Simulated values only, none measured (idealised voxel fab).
process module | voxel wiring stack
cross-section cut | 200 nm wide | cells 5 nm
A cross-section is a grid of square cells, given in bands from the top down. A band is one or more rows of cells.
Each band's line starts with the height of the band's top and of its bottom, in nm. Then come its materials from left to right, each with its width in nm. One material with "throughout" fills the band from edge to edge. "air" is empty space.
Height 0 is the level under which the wafer as received is all one material. The lowest band goes on downwards, as in "0 down".
A width such as "30 to 40" changes by the same amount from each row of cells to the next, from the band's top row to its bottom row.
"no change" after a step means that no cell of the cross-section changed.
closed voids: empty space of 8 cells or more with no open way to the top, each as width x height at its distance from the left edge, in nm
after a step's settings: what the simulator itself notes on the step
overlay nm, on a step with a mask: how far to the right of its planned place the mask lay; to the left if negative
plan
1 op RECEIVE | material Si
2 op CONFORMAL_DEP | material SiO2 | thk nm 15
3 op DIRECTIONAL_DEP | material TiN | thk nm 5
4 op DIRECTIONAL_DEP | material W | thk nm 25
5 op PATTERN | tone cover | mask id METAL_1 | material resist | width nm 25 | pitch nm 55 | thk nm 20 | overlay nm 0
6 op DIRECTIONAL_ETCH | etch materials W | depth nm 25
7 op DIRECTIONAL_ETCH | etch materials TiN | depth nm 5
8 op STRIP | etch materials resist
9 op CONFORMAL_DEP | material SiCN | thk nm 5
10 op FILL_DEP | material lowk | thk nm 5
11 op CMP | height nm 45
12 op CONFORMAL_DEP | material SiCN | thk nm 5
13 op DIRECTIONAL_DEP | material lowk | thk nm 20
14 op DIRECTIONAL_DEP | material aC | thk nm 15
15 op PATTERN | tone open | mask id PLUG_1 | material resist | width nm 15 | thk nm 30 | overlay nm 0
16 op DIRECTIONAL_ETCH | etch materials aC | depth nm 15
17 op STRIP | etch materials resist
18 op DIRECTIONAL_ETCH | etch materials lowk | depth nm 20
19 op DIRECTIONAL_ETCH | etch materials SiCN | depth nm 5
20 op STRIP | etch materials aC
21 op EPI | material Ru | thk nm 10
22 op EPI | material Ru | thk nm 10
23 op EPI | material Ru | thk nm 5
24 op DIRECTIONAL_DEP | material TiN | thk nm 5
25 op DIRECTIONAL_DEP | material Ru | thk nm 20
26 op DIRECTIONAL_DEP | material aC | thk nm 15
27 op PATTERN | tone cover | mask id METAL_2 | material resist | width nm 25 | pitch nm 55 | thk nm 30 | overlay nm 0
28 op DIRECTIONAL_ETCH | etch materials aC | depth nm 15
29 op STRIP | etch materials resist
30 op DIRECTIONAL_ETCH | etch materials Ru | depth nm 20
31 op DIRECTIONAL_ETCH | etch materials TiN | depth nm 5
32 op STRIP | etch materials aC
33 op CONFORMAL_DEP | material SiN | thk nm 5
34 op FILL_DEP | material SiO2 | thk nm 10
35 op CMP | height nm 95
36 op CONFORMAL_DEP | material SiCN | thk nm 5
37 op DIRECTIONAL_DEP | material lowk | thk nm 10
38 op DIRECTIONAL_DEP | material aC | thk nm 10
39 op PATTERN | tone open | mask id PLUG_2 | material resist | width nm 15 | pitch nm 55 | thk nm 25 | overlay nm 0
40 op DIRECTIONAL_ETCH | etch materials aC | depth nm 10
41 op STRIP | etch materials resist
42 op DIRECTIONAL_ETCH | etch materials lowk | depth nm 10
43 op DIRECTIONAL_ETCH | etch materials SiCN | depth nm 5
44 op STRIP | etch materials aC
45 op CONFORMAL_DEP | material TiN | thk nm 5
46 op FILL_DEP | material Ru | thk nm 10
47 op CMP | height nm 110
48 op CONFORMAL_DEP | material SiN | thk nm 5
49 op DIRECTIONAL_DEP | material SiO2 | thk nm 25
50 op PATTERN | tone open | mask id METAL_3 | material resist | width nm 25 | pitch nm 55 | thk nm 20 | overlay nm 0
51 op DIRECTIONAL_ETCH | etch materials SiO2 | depth nm 25
52 op DIRECTIONAL_ETCH | etch materials SiN | depth nm 5
53 op STRIP | etch materials resist
54 op CONFORMAL_DEP | material TiN | thk nm 5
55 op FILL_DEP | material Cu | thk nm 10
56 op CMP | height nm 140
57 op CONFORMAL_DEP | material SiCN | thk nm 5
first wafer, as planned
as received, after step 1
  0 down: Si throughout
  closed voids: none
after step 2
  15 to 0: SiO2 throughout
  below 0: unchanged
after step 3
  20 to 15: TiN throughout
  below 15: unchanged
after step 4
  45 to 20: W throughout
  below 20: unchanged
after step 5
  65 to 45: air 60 | resist 25 | air 30 | resist 25 | air 60
  below 45: unchanged
after step 6
  65 to 45: air 60 | resist 25 | air 30 | resist 25 | air 60
  45 to 20: air 60 | W 25 | air 30 | W 25 | air 60
  below 20: unchanged
after step 7
  65 to 45: air 60 | resist 25 | air 30 | resist 25 | air 60
  45 to 20: air 60 | W 25 | air 30 | W 25 | air 60
  20 to 15: air 60 | TiN 25 | air 30 | TiN 25 | air 60
  below 15: unchanged
after step 8
  45 to 20: air 60 | W 25 | air 30 | W 25 | air 60
  below 20: unchanged
after step 9
  50 to 45: air 55 | SiCN 35 | air 20 | SiCN 35 | air 55
  45 to 20: air 55 | SiCN 5 | W 25 | SiCN 5 | air 20 | SiCN 5 | W 25 | SiCN 5 | air 55
  20 to 15: SiCN 60 | TiN 25 | SiCN 30 | TiN 25 | SiCN 60
  below 15: unchanged
after step 10
  55 to 50: lowk throughout
  50 to 45: lowk 55 | SiCN 35 | lowk 20 | SiCN 35 | lowk 55
  45 to 20: lowk 55 | SiCN 5 | W 25 | SiCN 5 | lowk 20 | SiCN 5 | W 25 | SiCN 5 | lowk 55
  below 20: unchanged
after step 11
  45 to 20: lowk 55 | SiCN 5 | W 25 | SiCN 5 | lowk 20 | SiCN 5 | W 25 | SiCN 5 | lowk 55
  below 20: unchanged
after step 12
  50 to 45: SiCN throughout
  below 45: unchanged
after step 13
  70 to 50: lowk throughout
  below 50: unchanged
after step 14
  85 to 70: aC throughout
  below 70: unchanged
after step 15
  115 to 85: resist 60 | air 15 | resist 125
  below 85: unchanged
after step 16
  100 to 85: resist 60 | air 15 | resist 125
  85 to 70: aC 60 | air 15 | aC 125
  below 70: unchanged
after step 17
  85 to 70: aC 60 | air 15 | aC 125
  below 70: unchanged
after step 18
  85 to 70: aC 60 | air 15 | aC 125
  70 to 50: lowk 60 | air 15 | lowk 125
  below 50: unchanged
after step 19
  85 to 70: aC 60 | air 15 | aC 125
  70 to 50: lowk 60 | air 15 | lowk 125
  50 to 45: SiCN 60 | air 15 | SiCN 125
  below 45: unchanged
after step 20
  70 to 50: lowk 60 | air 15 | lowk 125
  below 50: unchanged
after step 21
  70 to 55: lowk 60 | air 15 | lowk 125
  55 to 50: lowk 60 | Ru 15 | lowk 125
  50 to 45: SiCN 60 | Ru 15 | SiCN 125
  below 45: unchanged
after step 22
  70 to 65: lowk 60 | air 15 | lowk 125
  65 to 50: lowk 60 | Ru 15 | lowk 125
  below 50: unchanged
after step 23
  70 to 50: lowk 60 | Ru 15 | lowk 125
  below 50: unchanged
after step 24
  75 to 70: TiN throughout
  below 70: unchanged
after step 25
  95 to 75: Ru throughout
  below 75: unchanged
after step 26
  110 to 95: aC throughout
  below 95: unchanged
after step 27
  140 to 110: air 60 | resist 25 | air 30 | resist 25 | air 60
  below 110: unchanged
after step 28
  125 to 110: air 60 | resist 25 | air 30 | resist 25 | air 60
  110 to 95: air 60 | aC 25 | air 30 | aC 25 | air 60
  below 95: unchanged
after step 29
  110 to 95: air 60 | aC 25 | air 30 | aC 25 | air 60
  below 95: unchanged
after step 30
  110 to 95: air 60 | aC 25 | air 30 | aC 25 | air 60
  95 to 75: air 60 | Ru 25 | air 30 | Ru 25 | air 60
  below 75: unchanged
after step 31
  110 to 95: air 60 | aC 25 | air 30 | aC 25 | air 60
  95 to 75: air 60 | Ru 25 | air 30 | Ru 25 | air 60
  75 to 70: air 60 | TiN 25 | air 30 | TiN 25 | air 60
  below 70: unchanged
after step 32
  95 to 75: air 60 | Ru 25 | air 30 | Ru 25 | air 60
  below 75: unchanged
after step 33
  100 to 95: air 55 | SiN 35 | air 20 | SiN 35 | air 55
  95 to 75: air 55 | SiN 5 | Ru 25 | SiN 5 | air 20 | SiN 5 | Ru 25 | SiN 5 | air 55
  75 to 70: SiN 60 | TiN 25 | SiN 30 | TiN 25 | SiN 60
  below 70: unchanged
after step 34
  110 to 100: SiO2 throughout
  100 to 95: SiO2 55 | SiN 35 | SiO2 20 | SiN 35 | SiO2 55
  95 to 75: SiO2 55 | SiN 5 | Ru 25 | SiN 5 | SiO2 20 | SiN 5 | Ru 25 | SiN 5 | SiO2 55
  below 75: unchanged
after step 35
  95 to 75: SiO2 55 | SiN 5 | Ru 25 | SiN 5 | SiO2 20 | SiN 5 | Ru 25 | SiN 5 | SiO2 55
  below 75: unchanged
after step 36
  100 to 95: SiCN throughout
  below 95: unchanged
after step 37
  110 to 100: lowk throughout
  below 100: unchanged
after step 38
  120 to 110: aC throughout
  below 110: unchanged
after step 39
  145 to 120: resist 60 | air 15 | resist 40 | air 15 | resist 70
  below 120: unchanged
after step 40
  135 to 120: resist 60 | air 15 | resist 40 | air 15 | resist 70
  120 to 110: aC 60 | air 15 | aC 40 | air 15 | aC 70
  below 110: unchanged
after step 41
  120 to 110: aC 60 | air 15 | aC 40 | air 15 | aC 70
  below 110: unchanged
after step 42
  120 to 110: aC 60 | air 15 | aC 40 | air 15 | aC 70
  110 to 100: lowk 60 | air 15 | lowk 40 | air 15 | lowk 70
  below 100: unchanged
after step 43
  120 to 110: aC 60 | air 15 | aC 40 | air 15 | aC 70
  110 to 100: lowk 60 | air 15 | lowk 40 | air 15 | lowk 70
  100 to 95: SiCN 60 | air 15 | SiCN 40 | air 15 | SiCN 70
  below 95: unchanged
after step 44
  110 to 100: lowk 60 | air 15 | lowk 40 | air 15 | lowk 70
  below 100: unchanged
after step 45
  115 to 110: TiN 65 | air 5 | TiN 50 | air 5 | TiN 75
  110 to 100: lowk 60 | TiN 5 | air 5 | TiN 5 | lowk 40 | TiN 5 | air 5 | TiN 5 | lowk 70
  100 to 95: SiCN 60 | TiN 15 | SiCN 40 | TiN 15 | SiCN 70
  below 95: unchanged
after step 46
  125 to 115: Ru throughout
  115 to 110: TiN 65 | Ru 5 | TiN 50 | Ru 5 | TiN 75
  110 to 100: lowk 60 | TiN 5 | Ru 5 | TiN 5 | lowk 40 | TiN 5 | Ru 5 | TiN 5 | lowk 70
  below 100: unchanged
after step 47
  110 to 100: lowk 60 | TiN 5 | Ru 5 | TiN 5 | lowk 40 | TiN 5 | Ru 5 | TiN 5 | lowk 70
  below 100: unchanged
after step 48
  115 to 110: SiN throughout
  below 110: unchanged
after step 49
  140 to 115: SiO2 throughout
  below 115: unchanged
after step 50
  160 to 140: resist 60 | air 25 | resist 30 | air 25 | resist 60
  below 140: unchanged
after step 51
  160 to 140: resist 60 | air 25 | resist 30 | air 25 | resist 60
  140 to 115: SiO2 60 | air 25 | SiO2 30 | air 25 | SiO2 60
  below 115: unchanged
after step 52
  160 to 140: resist 60 | air 25 | resist 30 | air 25 | resist 60
  140 to 115: SiO2 60 | air 25 | SiO2 30 | air 25 | SiO2 60
  115 to 110: SiN 60 | air 25 | SiN 30 | air 25 | SiN 60
  below 110: unchanged
after step 53
  140 to 115: SiO2 60 | air 25 | SiO2 30 | air 25 | SiO2 60
  below 115: unchanged
after step 54
  145 to 140: TiN 65 | air 15 | TiN 40 | air 15 | TiN 65
  140 to 115: SiO2 60 | TiN 5 | air 15 | TiN 5 | SiO2 30 | TiN 5 | air 15 | TiN 5 | SiO2 60
  115 to 110: SiN 60 | TiN 25 | SiN 30 | TiN 25 | SiN 60
  below 110: unchanged
after step 55
  155 to 145: Cu throughout
  145 to 140: TiN 65 | Cu 15 | TiN 40 | Cu 15 | TiN 65
  140 to 115: SiO2 60 | TiN 5 | Cu 15 | TiN 5 | SiO2 30 | TiN 5 | Cu 15 | TiN 5 | SiO2 60
  below 115: unchanged
after step 56
  140 to 115: SiO2 60 | TiN 5 | Cu 15 | TiN 5 | SiO2 30 | TiN 5 | Cu 15 | TiN 5 | SiO2 60
  below 115: unchanged
after step 57
  145 to 140: SiCN throughout
  below 140: unchanged
second wafer: like start, like plan, one mistake. Through step 2 it matches the first wafer
when step 3 should have ended
  40 to 15: W throughout
  below 15: unchanged
when step 4 should have ended
  45 to 40: TiN throughout
  below 40: unchanged
when step 5 should have ended
  65 to 45: air 60 | resist 25 | air 30 | resist 25 | air 60
  below 45: unchanged
when step 6 should have ended: no change
when step 7 should have ended
  65 to 45: air 60 | resist 25 | air 30 | resist 25 | air 60
  45 to 40: air 60 | TiN 25 | air 30 | TiN 25 | air 60
  below 40: unchanged
when step 8 should have ended
  45 to 40: air 60 | TiN 25 | air 30 | TiN 25 | air 60
  below 40: unchanged
when step 9 should have ended
  50 to 45: air 55 | SiCN 35 | air 20 | SiCN 35 | air 55
  45 to 40: SiCN 60 | TiN 25 | SiCN 30 | TiN 25 | SiCN 60
  below 40: unchanged
when step 10 should have ended
  55 to 50: lowk throughout
  50 to 45: lowk 55 | SiCN 35 | lowk 20 | SiCN 35 | lowk 55
  below 45: unchanged
when step 11 should have ended
  45 to 40: SiCN 60 | TiN 25 | SiCN 30 | TiN 25 | SiCN 60
  below 40: unchanged
when step 12 should have ended
  50 to 45: SiCN throughout
  below 45: unchanged
when step 13 should have ended
  70 to 50: lowk throughout
  below 50: unchanged
when step 14 should have ended
  85 to 70: aC throughout
  below 70: unchanged
when step 15 should have ended
  115 to 85: resist 60 | air 15 | resist 125
  below 85: unchanged
when step 16 should have ended
  100 to 85: resist 60 | air 15 | resist 125
  85 to 70: aC 60 | air 15 | aC 125
  below 70: unchanged
when step 17 should have ended
  85 to 70: aC 60 | air 15 | aC 125
  below 70: unchanged
when step 18 should have ended
  85 to 70: aC 60 | air 15 | aC 125
  70 to 50: lowk 60 | air 15 | lowk 125
  below 50: unchanged
when step 19 should have ended
  85 to 70: aC 60 | air 15 | aC 125
  70 to 50: lowk 60 | air 15 | lowk 125
  50 to 45: SiCN 60 | air 15 | SiCN 125
  below 45: unchanged
when step 20 should have ended
  70 to 50: lowk 60 | air 15 | lowk 125
  below 50: unchanged
when step 21 should have ended
  70 to 55: lowk 60 | air 15 | lowk 125
  55 to 50: lowk 60 | Ru 15 | lowk 125
  50 to 45: SiCN 60 | Ru 15 | SiCN 125
  below 45: unchanged
when step 22 should have ended
  70 to 65: lowk 60 | air 15 | lowk 125
  65 to 50: lowk 60 | Ru 15 | lowk 125
  below 50: unchanged
when step 23 should have ended
  70 to 50: lowk 60 | Ru 15 | lowk 125
  below 50: unchanged
when step 24 should have ended
  75 to 70: TiN throughout
  below 70: unchanged
when step 25 should have ended
  95 to 75: Ru throughout
  below 75: unchanged
when step 26 should have ended
  110 to 95: aC throughout
  below 95: unchanged
when step 27 should have ended
  140 to 110: air 60 | resist 25 | air 30 | resist 25 | air 60
  below 110: unchanged
when step 28 should have ended
  125 to 110: air 60 | resist 25 | air 30 | resist 25 | air 60
  110 to 95: air 60 | aC 25 | air 30 | aC 25 | air 60
  below 95: unchanged
when step 29 should have ended
  110 to 95: air 60 | aC 25 | air 30 | aC 25 | air 60
  below 95: unchanged
when step 30 should have ended
  110 to 95: air 60 | aC 25 | air 30 | aC 25 | air 60
  95 to 75: air 60 | Ru 25 | air 30 | Ru 25 | air 60
  below 75: unchanged
when step 31 should have ended
  110 to 95: air 60 | aC 25 | air 30 | aC 25 | air 60
  95 to 75: air 60 | Ru 25 | air 30 | Ru 25 | air 60
  75 to 70: air 60 | TiN 25 | air 30 | TiN 25 | air 60
  below 70: unchanged
when step 32 should have ended
  95 to 75: air 60 | Ru 25 | air 30 | Ru 25 | air 60
  below 75: unchanged
when step 33 should have ended
  100 to 95: air 55 | SiN 35 | air 20 | SiN 35 | air 55
  95 to 75: air 55 | SiN 5 | Ru 25 | SiN 5 | air 20 | SiN 5 | Ru 25 | SiN 5 | air 55
  75 to 70: SiN 60 | TiN 25 | SiN 30 | TiN 25 | SiN 60
  below 70: unchanged
when step 34 should have ended
  110 to 100: SiO2 throughout
  100 to 95: SiO2 55 | SiN 35 | SiO2 20 | SiN 35 | SiO2 55
  95 to 75: SiO2 55 | SiN 5 | Ru 25 | SiN 5 | SiO2 20 | SiN 5 | Ru 25 | SiN 5 | SiO2 55
  below 75: unchanged
when step 35 should have ended
  95 to 75: SiO2 55 | SiN 5 | Ru 25 | SiN 5 | SiO2 20 | SiN 5 | Ru 25 | SiN 5 | SiO2 55
  below 75: unchanged
when step 36 should have ended
  100 to 95: SiCN throughout
  below 95: unchanged
when step 37 should have ended
  110 to 100: lowk throughout
  below 100: unchanged
when step 38 should have ended
  120 to 110: aC throughout
  below 110: unchanged
when step 39 should have ended
  145 to 120: resist 60 | air 15 | resist 40 | air 15 | resist 70
  below 120: unchanged
when step 40 should have ended
  135 to 120: resist 60 | air 15 | resist 40 | air 15 | resist 70
  120 to 110: aC 60 | air 15 | aC 40 | air 15 | aC 70
  below 110: unchanged
when step 41 should have ended
  120 to 110: aC 60 | air 15 | aC 40 | air 15 | aC 70
  below 110: unchanged
when step 42 should have ended
  120 to 110: aC 60 | air 15 | aC 40 | air 15 | aC 70
  110 to 100: lowk 60 | air 15 | lowk 40 | air 15 | lowk 70
  below 100: unchanged
when step 43 should have ended
  120 to 110: aC 60 | air 15 | aC 40 | air 15 | aC 70
  110 to 100: lowk 60 | air 15 | lowk 40 | air 15 | lowk 70
  100 to 95: SiCN 60 | air 15 | SiCN 40 | air 15 | SiCN 70
  below 95: unchanged
when step 44 should have ended
  110 to 100: lowk 60 | air 15 | lowk 40 | air 15 | lowk 70
  below 100: unchanged
when step 45 should have ended
  115 to 110: TiN 65 | air 5 | TiN 50 | air 5 | TiN 75
  110 to 100: lowk 60 | TiN 5 | air 5 | TiN 5 | lowk 40 | TiN 5 | air 5 | TiN 5 | lowk 70
  100 to 95: SiCN 60 | TiN 15 | SiCN 40 | TiN 15 | SiCN 70
  below 95: unchanged
when step 46 should have ended
  125 to 115: Ru throughout
  115 to 110: TiN 65 | Ru 5 | TiN 50 | Ru 5 | TiN 75
  110 to 100: lowk 60 | TiN 5 | Ru 5 | TiN 5 | lowk 40 | TiN 5 | Ru 5 | TiN 5 | lowk 70
  below 100: unchanged
when step 47 should have ended
  110 to 100: lowk 60 | TiN 5 | Ru 5 | TiN 5 | lowk 40 | TiN 5 | Ru 5 | TiN 5 | lowk 70
  below 100: unchanged
when step 48 should have ended
  115 to 110: SiN throughout
  below 110: unchanged
when step 49 should have ended
  140 to 115: SiO2 throughout
  below 115: unchanged
when step 50 should have ended
  160 to 140: resist 60 | air 25 | resist 30 | air 25 | resist 60
  below 140: unchanged
when step 51 should have ended
  160 to 140: resist 60 | air 25 | resist 30 | air 25 | resist 60
  140 to 115: SiO2 60 | air 25 | SiO2 30 | air 25 | SiO2 60
  below 115: unchanged
when step 52 should have ended
  160 to 140: resist 60 | air 25 | resist 30 | air 25 | resist 60
  140 to 115: SiO2 60 | air 25 | SiO2 30 | air 25 | SiO2 60
  115 to 110: SiN 60 | air 25 | SiN 30 | air 25 | SiN 60
  below 110: unchanged
when step 53 should have ended
  140 to 115: SiO2 60 | air 25 | SiO2 30 | air 25 | SiO2 60
  below 115: unchanged
when step 54 should have ended
  145 to 140: TiN 65 | air 15 | TiN 40 | air 15 | TiN 65
  140 to 115: SiO2 60 | TiN 5 | air 15 | TiN 5 | SiO2 30 | TiN 5 | air 15 | TiN 5 | SiO2 60
  115 to 110: SiN 60 | TiN 25 | SiN 30 | TiN 25 | SiN 60
  below 110: unchanged
when step 55 should have ended
  155 to 145: Cu throughout
  145 to 140: TiN 65 | Cu 15 | TiN 40 | Cu 15 | TiN 65
  140 to 115: SiO2 60 | TiN 5 | Cu 15 | TiN 5 | SiO2 30 | TiN 5 | Cu 15 | TiN 5 | SiO2 60
  below 115: unchanged
when step 56 should have ended
  140 to 115: SiO2 60 | TiN 5 | Cu 15 | TiN 5 | SiO2 30 | TiN 5 | Cu 15 | TiN 5 | SiO2 60
  below 115: unchanged
when step 57 should have ended
  145 to 140: SiCN throughout
  below 140: unchanged
what went wrong: steps 3 and 4 were swapped
at the end the second wafer has, in cells: 20 fewer of SiCN | 150 more of W | 130 fewer of lowk
